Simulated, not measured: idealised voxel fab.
process module | voxel ribs on slabs
cross-section cut | 270 nm wide | cells 5 nm
A cross-section is a grid of square cells, given in bands from the top down. A band is one or more rows of cells.
Each band's line starts with the height of the band's top and of its bottom, in nm. Then come its materials from left to right, each with its width in nm. One material with "throughout" fills the band from edge to edge. "air" is empty space.
Height 0 is the level under which the wafer as received is all one material. The lowest band goes on downwards, as in "0 down".
A width such as "30 to 40" changes by the same amount from each row of cells to the next, from the band's top row to its bottom row.
"no change" after a step means that no cell of the cross-section changed.
closed voids: empty space of 8 cells or more with no open way to the top, each as width x height at its distance from the left edge, in nm
after a step's settings: what the simulator itself notes on the step
overlay nm, on a step with a mask: how far to the right of its planned place the mask lay; to the left if negative
plan
1 op RECEIVE | material Si
2 op DIRECTIONAL_DEP | material SiO2 | thk nm 30
3 op DIRECTIONAL_DEP | material polySi | thk nm 25
4 op MASKED_ETCH | tone cover | mask id RIB | width nm 20 | etch materials polySi | depth nm 5 | overlay nm 0
5 op MASKED_ETCH | tone cover | mask id SLAB | width nm 80 | etch materials polySi | depth nm 20 | overlay nm 0
6 op FILL_DEP | material SiO2 | thk nm 30
7 op CMP | height nm 75
8 op DIRECTIONAL_DEP | material W | thk nm 10
9 op PATTERN | tone cover | mask id HEATER | material resist | width nm 30 | thk nm 15 | overlay nm 0
10 op DIRECTIONAL_ETCH | etch materials W | depth nm 10
11 op STRIP | etch materials resist
12 op CONFORMAL_DEP | material SiO2 | thk nm 10
first wafer, as planned
as received, after step 1
  0 down: Si throughout
  closed voids: none
after step 2
  30 to 0: SiO2 throughout
  below 0: unchanged
after step 3
  55 to 30: polySi throughout
  below 30: unchanged
after step 4
  55 to 50: air 125 | polySi 20 | air 125
  below 50: unchanged
after step 5
  55 to 50: air 125 | polySi 20 | air 125
  50 to 30: air 95 | polySi 80 | air 95
  below 30: unchanged
after step 6
  85 to 55: SiO2 throughout
  55 to 50: SiO2 125 | polySi 20 | SiO2 125
  50 to 30: SiO2 95 | polySi 80 | SiO2 95
  below 30: unchanged
after step 7
  75 to 55: SiO2 throughout
  below 55: unchanged
after step 8
  85 to 75: W throughout
  below 75: unchanged
after step 9
  100 to 85: air 120 | resist 30 | air 120
  below 85: unchanged
after step 10
  100 to 85: air 120 | resist 30 | air 120
  85 to 75: air 120 | W 30 | air 120
  below 75: unchanged
after step 11
  85 to 75: air 120 | W 30 | air 120
  below 75: unchanged
after step 12
  95 to 85: air 110 | SiO2 50 | air 110
  85 to 75: SiO2 120 | W 30 | SiO2 120
  below 75: unchanged
second wafer: like start, like plan, one mistake. Through step 11 it matches the first wafer
when step 12 should have ended: no change
what went wrong: step 12 was left out
at the end the second wafer has, in cells: 116 fewer of SiO2
